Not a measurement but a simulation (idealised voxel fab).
Process module name: voxel released beams
FYI the section here is cut, 220 nm wide, cells are 5 nm squares.
Cross-section layout: square cells on a grid; listed as bands, top to bottom; a band spans one or more cell rows.
Band: top and bottom heights (nm) first, top before bottom; then materials from left to right, widths in nm. "full width" marks a sole material filling the band edge to edge. "blank" denotes empty space.
Below 0: as-received wafer, all one material; heights counted from there. Lowest band: no bottom, goes on down, written "0 nm and below".
Graded width ("30->40"): value in top row of band = first number; value in bottom row = second number; row-to-row change constant.
Step marked "nothing different"? Then no cell in the cross-section changed in it.
Closed-off voids of 8+ cells (no open route to the top) go in "Enclosed void list", written width x height at distance from the left edge, in nm.
Whatever follows a step's settings on its line is a remark the simulator itself makes about that step.
overlay nm: right-of-plan distance of the mask on a masked step; negative values mean left-of-plan.
[Set out below are the planned steps of the process]
- 1: RECEIVE with material Si
- 2: CONFORMAL_DEP with material SiN, thk nm 5
- 3: DIRECTIONAL_DEP with material SiO2, thk nm 10
- 4: MASKED_ETCH with tone open, mask id ANCHOR, width nm 25, etch materials SiO2, depth nm 10, overlay nm 0
- 5: CONFORMAL_DEP with material polySi, thk nm 10
- 6: MASKED_ETCH with tone cover, mask id BEAM, width nm 95, etch materials polySi, depth nm 10, overlay nm 0
- 7: STRIP with etch materials SiO2
[Here's what the wafer looked like in cross-section when it arrived - that's after step 1]
0 nm and below | Si full width
Enclosed void list: none
[Figure: cross-sectional view of the wafer upon completion of the module, processed from the initial state and according to the plan depicted above, with one error introduced during execution]
25 nm to 15 nm | blank: 60  polySi: 95  blank: 65
15 nm to 5 nm | blank: 70  polySi: 15  blank: 135
5 nm to 0 nm | SiN full width
0 nm and below | Si full width
Enclosed void list: none
Short version of what went wrong: for step 4, the planned setting was not used; the step was instead run as MASKED_ETCH with tone open, mask id ANCHOR, width nm 15, etch materials SiO2, depth nm 10, overlay nm 0
